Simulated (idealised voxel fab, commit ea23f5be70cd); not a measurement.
Process module name: voxel wiring stack
cross-section cut | 215 nm wide | cells 5 nm
A cross-section is a grid of square cells, given in bands from the top down. A band is one or more rows of cells.
Look at the band entry: it leads with the top's height and the bottom's height in nm. Then it lists the materials left to right, with a width in nm for each. The word "edge to edge" on a single material says that material fills the band edge to edge. The word "empty" is empty space.
It should be noted that heights are counted from 0, beneath which the wafer as supplied is of one material throughout, and that the lowest band possesses no lower boundary but continues downward, as written in "0 and below".
A width given as "30..40" starts at the first number in the band's top row and ends at the second number in its bottom row, shifting by an equal amount at every step from row to row.
You'll sometimes find "remained the same" written for a step, and that's the way of saying that nowhere in the cross-section did a cell change during that step.
Entry "Closed voids list". Content: empty spaces with no open connection to the top, size 8 cells or greater. Each: width x height at distance. Distance: from left edge. Unit: nm.
Post-settings text on a step line: simulator's own remark regarding the step.
Each step line may optionally specify "overlay nm", which for a step with a mask gives the rightward distance between the mask's planned place and where it lay, a negative value indicating the leftward direction.
This section lists the process steps that were planned:
1. RECEIVE [material Si]
2. CONFORMAL_DEP [material SiO2] [thk nm 15]
3. DIRECTIONAL_DEP [material TiN] [thk nm 5]
4. DIRECTIONAL_DEP [material Ru] [thk nm 25]
5. PATTERN [tone cover] [mask id METAL_1] [material resist] [width nm 25] [pitch nm 45] [thk nm 20] [overlay nm 0]
6. DIRECTIONAL_ETCH [etch materials Ru] [depth nm 25]
7. DIRECTIONAL_ETCH [etch materials TiN] [depth nm 5]
8. STRIP [etch materials resist]
9. FILL_DEP [material lowk] [thk nm 5]
10. CMP [height nm 45]
11. CONFORMAL_DEP [material SiCN] [thk nm 5]
12. DIRECTIONAL_DEP [material lowk] [thk nm 20]
13. PATTERN [tone open] [mask id PLUG_1] [material resist] [width nm 15] [pitch nm 45] [thk nm 20] [overlay nm 0]
14. DIRECTIONAL_ETCH [etch materials lowk] [depth nm 20]
15. DIRECTIONAL_ETCH [etch materials SiCN] [depth nm 5]
16. STRIP [etch materials resist]
17. EPI [material Ru] [thk nm 10]
18. EPI [material Ru] [thk nm 10]
19. EPI [material Ru] [thk nm 5]
20. DIRECTIONAL_DEP [material TiN] [thk nm 5]
21. DIRECTIONAL_DEP [material W] [thk nm 15]
22. PATTERN [tone cover] [mask id METAL_2] [material resist] [width nm 25] [pitch nm 45] [thk nm 15] [overlay nm 0]
23. DIRECTIONAL_ETCH [etch materials W] [depth nm 15]
24. DIRECTIONAL_ETCH [etch materials TiN] [depth nm 5]
25. STRIP [etch materials resist]
26. CONFORMAL_DEP [material SiN] [thk nm 5]
27. FILL_DEP [material SiO2] [thk nm 5]
28. CMP [height nm 90]
29. CONFORMAL_DEP [material SiN] [thk nm 5]
Cross-section, incoming material, after step 1:
- 0 and below: Si edge to edge
- Closed voids list: none
This is how the wafer looks in cross-section once the module is done, given the starting state and plan above and one mistake in carrying the plan out:
- 95 down to 90: SiN edge to edge
- 90 down to 85: SiO2: 35 | SiN: 15 | W: 25 | SiN: 20 | W: 25 | SiN: 20 | W: 25 | SiN: 15 | SiO2: 35
- 85 down to 75: SiN: 50 | W: 25 | SiN: 20 | W: 25 | SiN: 20 | W: 25 | SiN: 50
- 75 down to 70: SiN: 50 | TiN: 25 | SiN: 20 | TiN: 25 | SiN: 20 | TiN: 25 | SiN: 50
- 70 down to 50: lowk: 50 | Ru: 15 | lowk: 30 | Ru: 15 | lowk: 30 | Ru: 15 | lowk: 60
- 50 down to 45: SiCN: 50 | Ru: 15 | SiCN: 30 | Ru: 15 | SiCN: 30 | Ru: 15 | SiCN: 60
- 45 down to 20: lowk: 50 | Ru: 25 | lowk: 20 | Ru: 25 | lowk: 20 | Ru: 25 | lowk: 50
- 20 down to 15: lowk: 50 | TiN: 25 | lowk: 20 | TiN: 25 | lowk: 20 | TiN: 25 | lowk: 50
- 15 down to 0: SiO2 edge to edge
- 0 and below: Si edge to edge
- Closed voids list: none
The mistake made against the process plan was this: rather than as planned, step 26 actually ran as CONFORMAL_DEP [material SiN] [thk nm 15]
